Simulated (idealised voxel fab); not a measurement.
process module | voxel tone inversion
cross-section cut | 155 nm wide | cells 5 nm
A cross-section is a grid of square cells, given in bands from the top down. A band is one or more rows of cells.
Each band's line starts with the height of the band's top and of its bottom, in nm. Then come its materials from left to right, each with its width in nm. One material with "throughout" fills the band from edge to edge. "air" is empty space.
Height 0 is the level under which the wafer as received is all one material. The lowest band goes on downwards, as in "0 down".
A width such as "30 to 40" changes by the same amount from each row of cells to the next, from the band's top row to its bottom row.
"no change" after a step means that no cell of the cross-section changed.
closed voids: empty space of 8 cells or more with no open way to the top, each as width x height at its distance from the left edge, in nm
after a step's settings: what the simulator itself notes on the step
overlay nm, on a step with a mask: how far to the right of its planned place the mask lay; to the left if negative
plan
1 op RECEIVE | material Si
2 op CONFORMAL_DEP | material SiN | thk nm 5
3 op DIRECTIONAL_DEP | material polySi | thk nm 15
4 op PATTERN | tone cover | mask id POSTS | material resist | width nm 25 | pitch nm 55 | thk nm 20 | overlay nm 0
5 op DIRECTIONAL_ETCH | etch materials polySi | depth nm 15
6 op STRIP | etch materials resist
7 op FILL_DEP | material lowk | thk nm 5
8 op CMP | height nm 20
9 op STRIP | etch materials polySi
10 op CONFORMAL_DEP | material TiN | thk nm 5
11 op FILL_DEP | material Ru | thk nm 10
12 op CMP | height nm 20
13 op CONFORMAL_DEP | material SiN | thk nm 5
as received, after step 1
  0 down: Si throughout
  closed voids: none
a wafer at the end: this start, this plan, one mistake
  25 to 20: SiN throughout
  20 to 15: lowk throughout
  15 to 0: lowk 35 | polySi 25 | lowk 30 | polySi 25 | lowk 40
  0 down: Si throughout
  closed voids: none
what went wrong: step 2 was left out
